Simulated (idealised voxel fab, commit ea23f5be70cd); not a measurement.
process module | voxel ribs on slabs
cross-section cut | 170 nm wide | cells 5 nm
A cross-section is a grid of square cells, given in bands from the top down. A band is one or more rows of cells.
Each band's line starts with the height of the band's top and of its bottom, in nm. Then come its materials from left to right, each with its width in nm. One material with "throughout" fills the band from edge to edge. "air" is empty space.
Height 0 is the level under which the wafer as received is all one material. The lowest band goes on downwards, as in "0 down".
A width such as "30 to 40" changes by the same amount from each row of cells to the next, from the band's top row to its bottom row.
"no change" after a step means that no cell of the cross-section changed.
closed voids: empty space of 8 cells or more with no open way to the top, each as width x height at its distance from the left edge, in nm
after a step's settings: what the simulator itself notes on the step
overlay nm, on a step with a mask: how far to the right of its planned place the mask lay; to the left if negative
plan
1 op RECEIVE | material Si
2 op DIRECTIONAL_DEP | material SiO2 | thk nm 20
3 op DIRECTIONAL_DEP | material polySi | thk nm 15
4 op MASKED_ETCH | tone cover | mask id RIB | width nm 30 | etch materials polySi | depth nm 10 | overlay nm 0
5 op DIRECTIONAL_DEP | material aC | thk nm 15
6 op PATTERN | tone cover | mask id SLAB | material resist | width nm 70 | thk nm 35 | overlay nm 0
7 op DIRECTIONAL_ETCH | etch materials aC | depth nm 15
8 op STRIP | etch materials resist
9 op DIRECTIONAL_ETCH | etch materials polySi | depth nm 5
10 op STRIP | etch materials aC
11 op FILL_DEP | material SiO2 | thk nm 15
12 op CMP | height nm 45
13 op DIRECTIONAL_DEP | material W | thk nm 10
14 op DIRECTIONAL_DEP | material aC | thk nm 10
15 op PATTERN | tone cover | mask id HEATER | material resist | width nm 40 | thk nm 25 | overlay nm -15
16 op DIRECTIONAL_ETCH | etch materials aC | depth nm 10
17 op STRIP | etch materials resist
18 op DIRECTIONAL_ETCH | etch materials W | depth nm 10
19 op STRIP | etch materials aC
20 op CONFORMAL_DEP | material SiN | thk nm 10
varied across the wafers: overlay nm of step 15. The plan shows the first wafer's value. All wafers start alike
first wafer as received, after step 1
  0 down: Si throughout
  closed voids: none
each wafer at the end: cells of each material gained (+) or lost (-) since it was received, then its closed voids
overlay nm -15 | +76 SiN | +280 SiO2 | +16 W | +26 polySi | closed voids: none
overlay nm -10 | +76 SiN | +280 SiO2 | +16 W | +26 polySi | closed voids: none
overlay nm -5 | +76 SiN | +280 SiO2 | +16 W | +26 polySi | closed voids: none
overlay nm 0 | +76 SiN | +280 SiO2 | +16 W | +26 polySi | closed voids: none
overlay nm 5 | +76 SiN | +280 SiO2 | +16 W | +26 polySi | closed voids: none
overlay nm 10 | +76 SiN | +280 SiO2 | +16 W | +26 polySi | closed voids: none
overlay nm 15 | +76 SiN | +280 SiO2 | +16 W | +26 polySi | closed voids: none
